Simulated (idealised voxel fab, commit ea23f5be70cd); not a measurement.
Herein follows the process module entitled voxel trench capacitor.
The cross-section shown here is cut; it is 290 nm wide and divided into square cells measuring 5 nm on a side.
Just so we're on the same page, the cross-sections are grids of square cells, and they're listed out in bands top to bottom, each band one or more rows deep.
Heads up on the band format: heights come first, top then bottom, in nm. After that it's the materials left to right, each with its width in nm. A single material flagged "full width" fills the whole band edge to edge, and "blank" means there's empty space there.
Below 0: as-received wafer, all one material; heights counted from there. Lowest band: no bottom, goes on down, written "0 -> down".
A width given as "30..40" starts at the first number in the band's top row and ends at the second number in its bottom row, shifting by an equal amount at every step from row to row.
Step note "nothing changed" = no cross-section cell changed.
"Closed voids list" specifies each empty space that is not open to the top and that occupies no fewer than 8 cells, using the form width x height at distance, the distance measured from the left edge and all three quantities in nm.
What comes after the settings on a step's line is commentary from the simulator itself on that step.
When a step includes a mask, the "overlay nm" setting on its line states how far to the right of its planned place that mask lay, and negative values state how far to the left.

plan:
1: RECEIVE (material Si)
2: CONFORMAL_DEP (material SiN; thk nm 5)
3: DIRECTIONAL_DEP (material aC; thk nm 15)
4: PATTERN (tone open; mask id TRENCH; material resist; width nm 20; pitch nm 35; thk nm 30; overlay nm 0)
5: DIRECTIONAL_ETCH (etch materials aC; depth nm 15)
6: STRIP (etch materials resist)
7: DIRECTIONAL_ETCH (etch materials SiN; depth nm 5)
8: DIRECTIONAL_ETCH (etch materials Si; depth nm 30)
9: STRIP (etch materials aC)
10: CONFORMAL_DEP (material Al2O3; thk nm 5)
11: FILL_DEP (material polySi; thk nm 10)
12: CMP (height nm 5)

as received, after step 1:
  0 -> down  Si full width
  Closed voids list: none

First of two wafers, end-of-module section, run followed plan:
  5 -> 0  SiN 115 nm, Al2O3 5 nm, polySi 10 nm, Al2O3 5 nm, SiN 15 nm, Al2O3 5 nm, polySi 10 nm, Al2O3 5 nm, SiN 120 nm
  0 -> -25  Si 115 nm, Al2O3 5 nm, polySi 10 nm, Al2O3 5 nm, Si 15 nm, Al2O3 5 nm, polySi 10 nm, Al2O3 5 nm, Si 120 nm
  -25 -> -30  Si 115 nm, Al2O3 20 nm, Si 15 nm, Al2O3 20 nm, Si 120 nm
  -30 -> down  Si full width
  Closed voids list: none

Second wafer of the two, sectioned at the end of the module. It began like the first and followed the same plan, but one mistake was made while running it:
  5 -> 0  SiN 115 nm, Al2O3 5 nm, polySi 10 nm, Al2O3 5 nm, SiN 15 nm, Al2O3 5 nm, polySi 10 nm, Al2O3 5 nm, SiN 120 nm
  0 -> -55  Si 115 nm, Al2O3 5 nm, polySi 10 nm, Al2O3 5 nm, Si 15 nm, Al2O3 5 nm, polySi 10 nm, Al2O3 5 nm, Si 120 nm
  -55 -> -60  Si 115 nm, Al2O3 20 nm, Si 15 nm, Al2O3 20 nm, Si 120 nm
  -60 -> down  Si full width
  Closed voids list: none
Diagnosis: step 8 from the plan got run twice
Wrapping up, a cell-based count of both wafers puts the second over or under the first for these materials: +24 Al2O3, -48 Si, +24 polySi
